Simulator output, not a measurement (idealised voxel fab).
Module name: voxel capacitor over wiring (process module)
Square cells of 5 nm make up the cross-section cut, whose width is 175 nm.
Square cells in a grid make up a cross-section in this document, and the grid is given as bands, listed from the top down, each one or more rows of cells. Top, bottom (nm), then materials left to right with widths (nm); lone material tagged "all across" fills the whole band edge to edge; "air" = empty space. Basically, 0 is our baseline, since under it the wafer straight out of the box is all one material. The bottom band has no lower end and keeps on going down, so it looks like "top 0, no bottom". A width such as "30->40" changes by the same amount from each row of cells to the next, from the band's top row to its bottom row. A step reported as "same as before" is a step in which no cell of the cross-section changed. Entry "Sealed internal voids" = empty spaces >= 8 cells with no open way to the top; each as width x height at distance, distance from left edge, all nm. Whatever follows a step's settings on its line is a remark the simulator itself makes about that step. overlay nm, on a step with a mask: how far to the right of its planned place the mask lay; to the left if negative.

**The planned process steps are enumerated hereunder**
- 1: RECEIVE | material Si
- 2: CONFORMAL_DEP | material SiO2 | thk nm 15
- 3: DIRECTIONAL_DEP | material TiN | thk nm 5
- 4: DIRECTIONAL_DEP | material Ru | thk nm 20
- 5: PATTERN | tone cover | mask id METAL_1 | material resist | width nm 20 | pitch nm 70 | thk nm 15 | overlay nm 0
- 6: DIRECTIONAL_ETCH | etch materials Ru | depth nm 20
- 7: DIRECTIONAL_ETCH | etch materials TiN | depth nm 5
- 8: STRIP | etch materials resist
- 9: FILL_DEP | material lowk | thk nm 10
- 10: CMP | height nm 40
- 11: CONFORMAL_DEP | material SiCN | thk nm 5
- 12: DIRECTIONAL_DEP | material SiO2 | thk nm 20
- 13: PATTERN | tone open | mask id PLUG_1 | material resist | width nm 15 | thk nm 20 | overlay nm 0
- 14: DIRECTIONAL_ETCH | etch materials SiO2 | depth nm 20
- 15: DIRECTIONAL_ETCH | etch materials SiCN | depth nm 5
- 16: STRIP | etch materials resist
- 17: CONFORMAL_DEP | material TiN | thk nm 5
- 18: FILL_DEP | material Ru | thk nm 10
- 19: CMP | height nm 65
- 20: DIRECTIONAL_DEP | material TiN | thk nm 5
- 21: DIRECTIONAL_DEP | material SiN | thk nm 5
- 22: DIRECTIONAL_DEP | material TiN | thk nm 5
- 23: PATTERN | tone cover | mask id UPPER_PLATE | material resist | width nm 55 | thk nm 20 | overlay nm 0
- 24: DIRECTIONAL_ETCH | etch materials TiN | depth nm 5
- 25: DIRECTIONAL_ETCH | etch materials SiN | depth nm 5
- 26: STRIP | etch materials resist
- 27: MASKED_ETCH | tone cover | mask id LOWER_PLATE | width nm 65 | etch materials TiN | depth nm 5 | overlay nm 0
- 28: FILL_DEP | material SiO2 | thk nm 15
- 29: CMP | height nm 90
- 30: DIRECTIONAL_DEP | material aC | thk nm 10
- 31: PATTERN | tone open | mask id PLUG_2 | material resist | width nm 15 | thk nm 25 | overlay nm 0
- 32: DIRECTIONAL_ETCH | etch materials aC | depth nm 10
- 33: STRIP | etch materials resist
- 34: DIRECTIONAL_ETCH | etch materials SiO2 | depth nm 10
- 35: STRIP | etch materials aC
- 36: CONFORMAL_DEP | material TiN | thk nm 5
- 37: FILL_DEP | material W | thk nm 5
- 38: CMP | height nm 90
- 39: CONFORMAL_DEP | material SiCN | thk nm 5

**Here's what the wafer looked like in cross-section when it arrived - that's after step 1**
  top 0, no bottom: Si all across
  Sealed internal voids: none

**End-of-module XS, first of two wafers, run as planned**
  top 95, bottom 90: SiCN all across
  top 90, bottom 85: 55 nm SiO2 / 5 nm TiN / 5 nm W / 5 nm TiN / 105 nm SiO2
  top 85, bottom 75: 55->45 nm SiO2 / 15->55 nm TiN / 105->75 nm SiO2
  top 75, bottom 70: 45 nm SiO2 / 55 nm SiN / 75 nm SiO2
  top 70, bottom 65: 40 nm SiO2 / 65 nm TiN / 70 nm SiO2
  top 65, bottom 45: 45 nm SiO2 / 5 nm TiN / 5 nm Ru / 5 nm TiN / 115 nm SiO2
  top 45, bottom 40: 45 nm SiCN / 15 nm TiN / 115 nm SiCN
  top 40, bottom 20: 40 nm lowk / 20 nm Ru / 50 nm lowk / 20 nm Ru / 45 nm lowk
  top 20, bottom 15: 40 nm lowk / 20 nm TiN / 50 nm lowk / 20 nm TiN / 45 nm lowk
  top 15, bottom 0: SiO2 all across
  top 0, no bottom: Si all across
  Sealed internal voids: none

**Here's the second of our two wafers sectioned at module end. Same start as the first, same plan, but one mistake got made running it**
  top 95, bottom 90: SiCN all across
  top 90, bottom 85: 50 nm W / 5 nm TiN / 15 nm SiO2 / 5 nm TiN / 100 nm W
  top 85, bottom 80: 55 nm TiN / 15 nm SiO2 / 105 nm TiN
  top 80, bottom 75: 45 nm SiO2 / 55 nm TiN / 75 nm SiO2
  top 75, bottom 70: 45 nm SiO2 / 55 nm SiN / 75 nm SiO2
  top 70, bottom 65: 40 nm SiO2 / 65 nm TiN / 70 nm SiO2
  top 65, bottom 45: 45 nm SiO2 / 5 nm TiN / 5 nm Ru / 5 nm TiN / 115 nm SiO2
  top 45, bottom 40: 45 nm SiCN / 15 nm TiN / 115 nm SiCN
  top 40, bottom 20: 40 nm lowk / 20 nm Ru / 50 nm lowk / 20 nm Ru / 45 nm lowk
  top 20, bottom 15: 40 nm lowk / 20 nm TiN / 50 nm lowk / 20 nm TiN / 45 nm lowk
  top 15, bottom 0: SiO2 all across
  top 0, no bottom: Si all across
  Sealed internal voids: none
Misprocessing identified: step 31 deviated from plan and actually ran as PATTERN | tone cover | mask id PLUG_2 | material resist | width nm 15 | thk nm 25 | overlay nm 0
Final tally in cells, some materials are higher or lower on the second wafer than on the first: -58 SiO2; +29 TiN; +29 W
